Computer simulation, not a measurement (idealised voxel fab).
voxel tone inversion: a process module
Square cells of 5 nm make up the cross-section cut, whose width is 220 nm.
Cross-section spec: square-cell grid; bands listed top down; each band is one or more rows.
A band entry consists of two parts. The first gives the height of the band's top and the height of its bottom, in nm. The rest lists the band's materials from left to right, each with its width in nm. A single material labelled with the word "throughout" fills the band from edge to edge, and the word "air" marks empty space.
The level at which height equals 0 is the one under which the wafer, as it arrives, is entirely one material. No lower edge exists for the bottom band, which continues downward and is notated as in "0 -> down".
Read "30->40" as a graded width: first number on top, second number at the bottom, same change between each pair of neighbouring rows.
Reading "no modification" for a step: not a cell of the cross-section changed in it.
"Completely sealed voids" lists enclosed empty spaces (at least 8 cells, no open path upward to the top), each as width x height at distance from the left edge, in nm.
What comes after the settings on a step's line is commentary from the simulator itself on that step.
overlay nm: mask right of planned place by this much (step with mask). Neg. = left.
## plan
1 RECEIVE: material Si
2 CONFORMAL_DEP: material SiN, thk nm 10
3 DIRECTIONAL_DEP: material polySi, thk nm 25
4 PATTERN: tone cover, mask id POSTS, material resist, width nm 20, pitch nm 45, thk nm 30, overlay nm 0
5 DIRECTIONAL_ETCH: etch materials polySi, depth nm 25
6 STRIP: etch materials resist
7 FILL_DEP: material lowk, thk nm 10
8 CMP: height nm 35
9 STRIP: etch materials polySi
10 CONFORMAL_DEP: material TiN, thk nm 5
11 FILL_DEP: material Cu, thk nm 5
12 CMP: height nm 35
13 CONFORMAL_DEP: material SiCN, thk nm 5
## The first of a set of two wafers, run to plan
## Step 1 complete: cross-section of the wafer as received
0 -> down  Si throughout
Completely sealed voids: none
## Step 2 done - wafer cross-section
10 -> 0  SiN throughout
Below 0 it's all the same as before, nothing changed down there.
## Step 3 done - wafer cross-section
35 -> 10  polySi throughout
Below 10 it's all the same as before, nothing changed down there.
## Step 4 done - wafer cross-section
65 -> 35  30 of air | 20 of resist | 25 of air | 20 of resist | 25 of air | 20 of resist | 25 of air | 20 of resist | 35 of air
Below 35 it's all the same as before, nothing changed down there.
## Step 5 done - wafer cross-section
65 -> 35  30 of air | 20 of resist | 25 of air | 20 of resist | 25 of air | 20 of resist | 25 of air | 20 of resist | 35 of air
35 -> 10  30 of air | 20 of polySi | 25 of air | 20 of polySi | 25 of air | 20 of polySi | 25 of air | 20 of polySi | 35 of air
Below 10 it's all the same as before, nothing changed down there.
## Step 6 done - wafer cross-section
35 -> 10  30 of air | 20 of polySi | 25 of air | 20 of polySi | 25 of air | 20 of polySi | 25 of air | 20 of polySi | 35 of air
Below 10 it's all the same as before, nothing changed down there.
## Step 7 done - wafer cross-section
45 -> 35  lowk throughout
35 -> 10  30 of lowk | 20 of polySi | 25 of lowk | 20 of polySi | 25 of lowk | 20 of polySi | 25 of lowk | 20 of polySi | 35 of lowk
Below 10 it's all the same as before, nothing changed down there.
## Step 8 done - wafer cross-section
35 -> 10  30 of lowk | 20 of polySi | 25 of lowk | 20 of polySi | 25 of lowk | 20 of polySi | 25 of lowk | 20 of polySi | 35 of lowk
Below 10 it's all the same as before, nothing changed down there.
## Step 9 done - wafer cross-section
35 -> 10  30 of lowk | 20 of air | 25 of lowk | 20 of air | 25 of lowk | 20 of air | 25 of lowk | 20 of air | 35 of lowk
Below 10 it's all the same as before, nothing changed down there.
## Step 10 done - wafer cross-section
40 -> 35  35 of TiN | 10 of air | 35 of TiN | 10 of air | 35 of TiN | 10 of air | 35 of TiN | 10 of air | 40 of TiN
35 -> 15  30 of lowk | 5 of TiN | 10 of air | 5 of TiN | 25 of lowk | 5 of TiN | 10 of air | 5 of TiN | 25 of lowk | 5 of TiN | 10 of air | 5 of TiN | 25 of lowk | 5 of TiN | 10 of air | 5 of TiN | 35 of lowk
15 -> 10  30 of lowk | 20 of TiN | 25 of lowk | 20 of TiN | 25 of lowk | 20 of TiN | 25 of lowk | 20 of TiN | 35 of lowk
Below 10 it's all the same as before, nothing changed down there.
## Step 11 done - wafer cross-section
45 -> 40  Cu throughout
40 -> 35  35 of TiN | 10 of Cu | 35 of TiN | 10 of Cu | 35 of TiN | 10 of Cu | 35 of TiN | 10 of Cu | 40 of TiN
35 -> 15  30 of lowk | 5 of TiN | 10 of Cu | 5 of TiN | 25 of lowk | 5 of TiN | 10 of Cu | 5 of TiN | 25 of lowk | 5 of TiN | 10 of Cu | 5 of TiN | 25 of lowk | 5 of TiN | 10 of Cu | 5 of TiN | 35 of lowk
Below 15 it's all the same as before, nothing changed down there.
## Step 12 done - wafer cross-section
35 -> 15  30 of lowk | 5 of TiN | 10 of Cu | 5 of TiN | 25 of lowk | 5 of TiN | 10 of Cu | 5 of TiN | 25 of lowk | 5 of TiN | 10 of Cu | 5 of TiN | 25 of lowk | 5 of TiN | 10 of Cu | 5 of TiN | 35 of lowk
Below 15 it's all the same as before, nothing changed down there.
## Step 13 done - wafer cross-section
40 -> 35  SiCN throughout
Below 35 it's all the same as before, nothing changed down there.
## Second wafer, same starting conditions and recipe as the first, one mistake in executing it, nothing differs from the first up to and including step 1
## Cross-section, second wafer, at the end time the plan gives for step 2
25 -> 0  polySi throughout
Below 0 it's all the same as before, nothing changed down there.
## Cross-section, second wafer, at the end time the plan gives for step 3
35 -> 25  SiN throughout
Below 25 it's all the same as before, nothing changed down there.
## Cross-section, second wafer, at the end time the plan gives for step 4
65 -> 35  30 of air | 20 of resist | 25 of air | 20 of resist | 25 of air | 20 of resist | 25 of air | 20 of resist | 35 of air
Below 35 it's all the same as before, nothing changed down there.
Cross-section, second wafer, at the end time the plan gives for step 5: no modification
## Cross-section, second wafer, at the end time the plan gives for step 6
35 -> 25  SiN throughout
Below 25 it's all the same as before, nothing changed down there.
## Cross-section, second wafer, at the end time the plan gives for step 7
45 -> 35  lowk throughout
Below 35 it's all the same as before, nothing changed down there.
## Cross-section, second wafer, at the end time the plan gives for step 8
35 -> 25  SiN throughout
Below 25 it's all the same as before, nothing changed down there.
Cross-section, second wafer, at the end time the plan gives for step 9: no modification
## Cross-section, second wafer, at the end time the plan gives for step 10
40 -> 35  TiN throughout
Below 35 it's all the same as before, nothing changed down there.
## Cross-section, second wafer, at the end time the plan gives for step 11
45 -> 40  Cu throughout
Below 40 it's all the same as before, nothing changed down there.
## Cross-section, second wafer, at the end time the plan gives for step 12
35 -> 25  SiN throughout
Below 25 it's all the same as before, nothing changed down there.
## Cross-section, second wafer, at the end time the plan gives for step 13
40 -> 35  SiCN throughout
Below 35 it's all the same as before, nothing changed down there.
Misprocessing identified: steps 2 and 3 of the plan were each performed in the slot designated for the other
End check, counted in cells, second wafer has more or fewer of these materials than the first: Cu: 32 fewer | TiN: 48 fewer | lowk: 140 fewer | polySi: 220 more
